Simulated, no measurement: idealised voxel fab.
The process module presented herein is designated voxel fin reveal.
In the cross-section labelled cut, the width is 180 nm and each square cell is 5 nm.
For the purposes of this document, a cross-section shall be understood as a grid of square cells, specified as bands listed in top-to-bottom order, each band consisting of one or more rows of cells.
Within each band entry, the heights of the top and of the bottom of the band appear first, in that order and in nm; the materials of the band then follow from left to right, each with its corresponding width in nm. The designation "throughout" on a single material indicates that it fills the band from edge to edge; the designation "blank" indicates empty space.
Counting heights begins at 0, where everything beneath is, in the wafer as received, one material. The lowest band has no bottom; it goes on downwards, as "0 nm and below" shows.
Graded width ("30..40"): value in top row of band = first number; value in bottom row = second number; row-to-row change constant.
Any step labelled "remained unchanged" changed none of the cells in the cross-section.
Basically, "Enclosed internal voids" tells you about the enclosed voids: empty spaces with no open way to the top, 8 cells or bigger, each written width x height at distance, where distance is from the left edge, all in nm.
Heads up: the bit after the settings on a step's line is the simulator's remark on that step.
"overlay nm" denotes, for a step that has a mask, the displacement of the mask to the right of its planned place, with negative values corresponding to the left.

Process steps (planned):
1 RECEIVE [material Si]
2 CONFORMAL_DEP [material SiN] [thk nm 10]
3 DIRECTIONAL_DEP [material aC] [thk nm 15]
4 PATTERN [tone cover] [mask id FINS] [material resist] [width nm 15] [pitch nm 40] [thk nm 35] [overlay nm 0]
5 DIRECTIONAL_ETCH [etch materials aC] [depth nm 15]
6 STRIP [etch materials resist]
7 DIRECTIONAL_ETCH [etch materials SiN] [depth nm 10]
8 DIRECTIONAL_ETCH [etch materials Si] [depth nm 35]
9 STRIP [etch materials aC]
10 FILL_DEP [material SiO2] [thk nm 10]
11 CMP [height nm 10]
12 SELECTIVE_ETCH [etch materials SiO2] [depth nm 20]
13 STRIP [etch materials SiN]

As received (post step 1): cross-section:
	0 nm and below  Si throughout
	Enclosed internal voids: none

End-of-module cross-section. Starting structure and process plan as above; one mistake made in running it:
	0 nm to -10 nm  blank 35; Si 15; blank 25; Si 15; blank 25; Si 15; blank 50
	-10 nm to -35 nm  SiO2 35; Si 15; SiO2 25; Si 15; SiO2 25; Si 15; SiO2 50
	-35 nm and below  Si throughout
	Enclosed internal voids: none
So what did we get wrong on this run? step 4, actual vs plan mismatch, actual run PATTERN [tone cover] [mask id FINS] [material resist] [width nm 15] [pitch nm 40] [thk nm 35] [overlay nm -5]
